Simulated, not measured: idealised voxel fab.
This is a process module. Its name is voxel double patterning.
Square cells of 5 nm make up the cross-section cut, whose width is 205 nm.
Cross-section spec: square-cell grid; bands listed top down; each band is one or more rows. Heads up on the band format: heights come first, top then bottom, in nm. After that it's the materials left to right, each with its width in nm. A single material flagged "throughout" fills the whole band edge to edge, and "blank" means there's empty space there. Ref level 0: as-received wafer is one material below here. Bottom band extends down with no lower bound ("top 0, no bottom"). Think of "30..40" as a width that walks from the first number to the second as you go down the band, top row to bottom row, taking equal-sized steps from row to row. It should be understood that the words "no change occurred", when stated for a given step, signify that the cross-section underwent no change in any of its cells during that step. Enclosed voids (no open way to top), threshold 8 cells or more, entry "Fully closed voids", notation width x height at distance, distance from left edge, nm. That trailing text on a step's line, after the settings, is the simulator's own remark on the step. A step's line can hold "overlay nm"; with a mask on that step, the setting says how far right of the planned place the mask lay, while a negative setting says it lay to the left.

[plan]
1 RECEIVE [material Si]
2 CONFORMAL_DEP [material SiO2] [thk nm 10]
3 DIRECTIONAL_DEP [material TiN] [thk nm 10]
4 DIRECTIONAL_DEP [material SiN] [thk nm 5]
5 MASKED_ETCH [tone open] [mask id FIRST] [width nm 15] [pitch nm 50] [etch materials SiN] [depth nm 5] [overlay nm 0]
6 DIRECTIONAL_DEP [material aC] [thk nm 15]
7 PATTERN [tone open] [mask id SECOND] [material resist] [width nm 15] [pitch nm 50] [thk nm 30] [overlay nm 0]
8 DIRECTIONAL_ETCH [etch materials aC] [depth nm 15]
9 STRIP [etch materials resist]
10 DIRECTIONAL_ETCH [etch materials SiN] [depth nm 5]
11 STRIP [etch materials aC]
12 DIRECTIONAL_ETCH [etch materials TiN] [depth nm 10]
13 STRIP [etch materials SiN]

[Cross-section of the wafer as it came to us, i.e., already through step 1]
    top 0, no bottom  Si throughout
    Fully closed voids: none

[This is how the wafer looks in cross-section once the module is done, given the starting state and plan above and one mistake in carrying the plan out]
    top 20, bottom 10  TiN 45 nm  blank 15 nm  TiN 10 nm  blank 20 nm  TiN 5 nm  blank 15 nm  TiN 10 nm  blank 20 nm  TiN 5 nm  blank 15 nm  TiN 45 nm
    top 10, bottom 0  SiO2 throughout
    top 0, no bottom  Si throughout
    Fully closed voids: none
Finding, execution versus plan: contrary to plan, step 7 was performed as PATTERN [tone open] [mask id SECOND] [material resist] [width nm 20] [pitch nm 50] [thk nm 30] [overlay nm 0]
